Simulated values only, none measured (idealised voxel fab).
process module | voxel plated lines
cross-section cut | 225 nm wide | cells 5 nm
A cross-section is a grid of square cells, given in bands from the top down. A band is one or more rows of cells.
Each band's line starts with the height of the band's top and of its bottom, in nm. Then come its materials from left to right, each with its width in nm. One material with "throughout" fills the band from edge to edge. "air" is empty space.
Height 0 is the level under which the wafer as received is all one material. The lowest band goes on downwards, as in "0 down".
A width such as "30 to 40" changes by the same amount from each row of cells to the next, from the band's top row to its bottom row.
"no change" after a step means that no cell of the cross-section changed.
closed voids: empty space of 8 cells or more with no open way to the top, each as width x height at its distance from the left edge, in nm
after a step's settings: what the simulator itself notes on the step
overlay nm, on a step with a mask: how far to the right of its planned place the mask lay; to the left if negative
plan
1 op RECEIVE | material Si
2 op CONFORMAL_DEP | material Al2O3 | thk nm 5
3 op DIRECTIONAL_DEP | material TiN | thk nm 5
4 op PATTERN | tone open | mask id LINES | material resist | width nm 20 | pitch nm 45 | thk nm 30 | overlay nm 0
5 op EPI | material Ru | thk nm 5
6 op EPI | material Ru | thk nm 5
7 op STRIP | etch materials resist
8 op DIRECTIONAL_ETCH | etch materials TiN | depth nm 5
9 op CONFORMAL_DEP | material SiN | thk nm 10
as received, after step 1
  0 down: Si throughout
  closed voids: none
a wafer at the end: this start, this plan, one mistake
  30 to 20: SiN throughout
  20 to 10: Ru 80 | SiN 20 | Ru 25 | SiN 20 | Ru 80
  10 to 5: TiN 80 | SiN 20 | TiN 25 | SiN 20 | TiN 80
  5 to 0: Al2O3 throughout
  0 down: Si throughout
  closed voids: none
what went wrong: step 4 ran as: op PATTERN | tone cover | mask id LINES | material resist | width nm 20 | pitch nm 45 | thk nm 30 | overlay nm 0
